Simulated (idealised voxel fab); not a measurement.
process module | voxel transistor to metal
cross-section cut | 200 nm wide | cells 5 nm
A cross-section is a grid of square cells, given in bands from the top down. A band is one or more rows of cells.
Each band's line starts with the height of the band's top and of its bottom, in nm. Then come its materials from left to right, each with its width in nm. One material with "throughout" fills the band from edge to edge. "air" is empty space.
Height 0 is the level under which the wafer as received is all one material. The lowest band goes on downwards, as in "0 down".
A width such as "30 to 40" changes by the same amount from each row of cells to the next, from the band's top row to its bottom row.
"no change" after a step means that no cell of the cross-section changed.
closed voids: empty space of 8 cells or more with no open way to the top, each as width x height at its distance from the left edge, in nm
after a step's settings: what the simulator itself notes on the step
overlay nm, on a step with a mask: how far to the right of its planned place the mask lay; to the left if negative
plan
1 op RECEIVE | material Si
2 op CONFORMAL_DEP | material SiO2 | thk nm 5
3 op CONFORMAL_DEP | material SiN | thk nm 15
4 op MASKED_ETCH | tone cover | mask id ACTIVE | width nm 110 | etch materials SiN | depth nm 15 | overlay nm 0
5 op MASKED_ETCH | tone cover | mask id ACTIVE | width nm 110 | etch materials SiO2 | depth nm 5 | overlay nm 0
6 op MASKED_ETCH | tone cover | mask id ACTIVE | width nm 110 | etch materials Si | depth nm 30 | overlay nm 0
7 op FILL_DEP | material SiO2 | thk nm 15
8 op CMP | height nm 20
9 op SELECTIVE_ETCH | etch materials SiO2 | depth nm 5
10 op STRIP | etch materials SiN
11 op SELECTIVE_ETCH | etch materials SiO2 | depth nm 5
12 op OXIDIZE | depth nm 5
13 op DIRECTIONAL_DEP | material polySi | thk nm 20
14 op DIRECTIONAL_DEP | material SiCN | thk nm 10
15 op PATTERN | tone cover | mask id GATE | material resist | width nm 20 | thk nm 20 | overlay nm 0
16 op DIRECTIONAL_ETCH | etch materials SiCN | depth nm 20
17 op DIRECTIONAL_ETCH | etch materials polySi | depth nm 30
18 op STRIP | etch materials resist
19 op CONFORMAL_DEP | material SiN | thk nm 5
20 op DIRECTIONAL_ETCH | etch materials SiN | depth nm 5
21 op DIRECTIONAL_ETCH | etch materials SiO2 | depth nm 5
22 op DIRECTIONAL_ETCH | etch materials Si | depth nm 10
23 op EPI | material SiGe | thk nm 10
24 op FILL_DEP | material SiO2 | thk nm 10
25 op CMP | height nm 30
26 op DIRECTIONAL_DEP | material SiO2 | thk nm 10
27 op MASKED_ETCH | tone open | mask id CONTACT | width nm 15 | pitch nm 75 | etch materials SiO2 | depth nm 45 | overlay nm 0
28 op CONFORMAL_DEP | material TiN | thk nm 5
29 op FILL_DEP | material W | thk nm 10
30 op CMP | height nm 40
31 op CONFORMAL_DEP | material SiCN | thk nm 5
32 op DIRECTIONAL_DEP | material lowk | thk nm 20
33 op MASKED_ETCH | tone open | mask id METAL_1 | width nm 15 | pitch nm 75 | etch materials lowk | depth nm 20 | overlay nm 0
34 op MASKED_ETCH | tone open | mask id METAL_1 | width nm 15 | pitch nm 75 | etch materials SiCN | depth nm 5 | overlay nm 0
35 op CONFORMAL_DEP | material TiN | thk nm 5
36 op FILL_DEP | material Cu | thk nm 5
37 op CMP | height nm 65
38 op EPI | material Ru | thk nm 5
39 op FILL_DEP | material SiCN | thk nm 5
as received, after step 1
  0 down: Si throughout
  closed voids: none
a wafer at the end: this start, this plan, one mistake
  75 to 70: SiCN throughout
  70 to 65: SiCN 50 | Ru 25 | SiCN 50 | Ru 25 | SiCN 50
  65 to 45: lowk 55 | TiN 5 | Cu 5 | TiN 5 | lowk 60 | TiN 5 | Cu 5 | TiN 5 | lowk 55
  45 to 40: SiCN 55 | TiN 15 | SiCN 60 | TiN 15 | SiCN 55
  40 to 30: SiO2 55 | TiN 5 | W 5 | TiN 5 | SiO2 60 | TiN 5 | W 5 | TiN 5 | SiO2 55
  30 to 20: SiO2 55 | TiN 5 | W 5 | TiN 5 | SiO2 15 | SiN 5 | SiCN 20 | SiN 5 | SiO2 15 | TiN 5 | W 5 | TiN 5 | SiO2 55
  20 to 10: SiO2 55 | TiN 5 | W 5 | TiN 5 | SiO2 15 | SiN 5 | polySi 20 | SiN 5 | SiO2 15 | TiN 5 | W 5 | TiN 5 | SiO2 55
  10 to 5: SiO2 40 | SiN 5 | SiO2 10 | TiN 5 | W 5 | TiN 5 | SiO2 15 | SiN 5 | polySi 20 | SiN 5 | SiO2 15 | TiN 5 | W 5 | TiN 5 | SiO2 10 | SiN 5 | SiO2 40
  5 to 0: SiO2 40 | SiN 5 | SiO2 10 | TiN 15 | SiO2 5 | SiGe 10 | SiN 5 | polySi 20 | SiN 5 | SiGe 10 | SiO2 5 | TiN 15 | SiO2 10 | SiN 5 | SiO2 40
  0 to -5: SiO2 40 | SiN 5 | SiGe 15 | TiN 10 | SiO2 5 | SiGe 10 | SiO2 30 | SiGe 10 | SiO2 5 | TiN 10 | SiGe 15 | SiN 5 | SiO2 40
  -5 to -10: SiO2 50 | SiGe 35 | Si 30 | SiGe 35 | SiO2 50
  -10 to -15: SiO2 45 | Si 5 | SiGe 35 | Si 30 | SiGe 35 | Si 5 | SiO2 45
  -15 to -30: SiO2 45 | Si 110 | SiO2 45
  -30 down: Si throughout
  closed voids: none
what went wrong: step 2 was left out
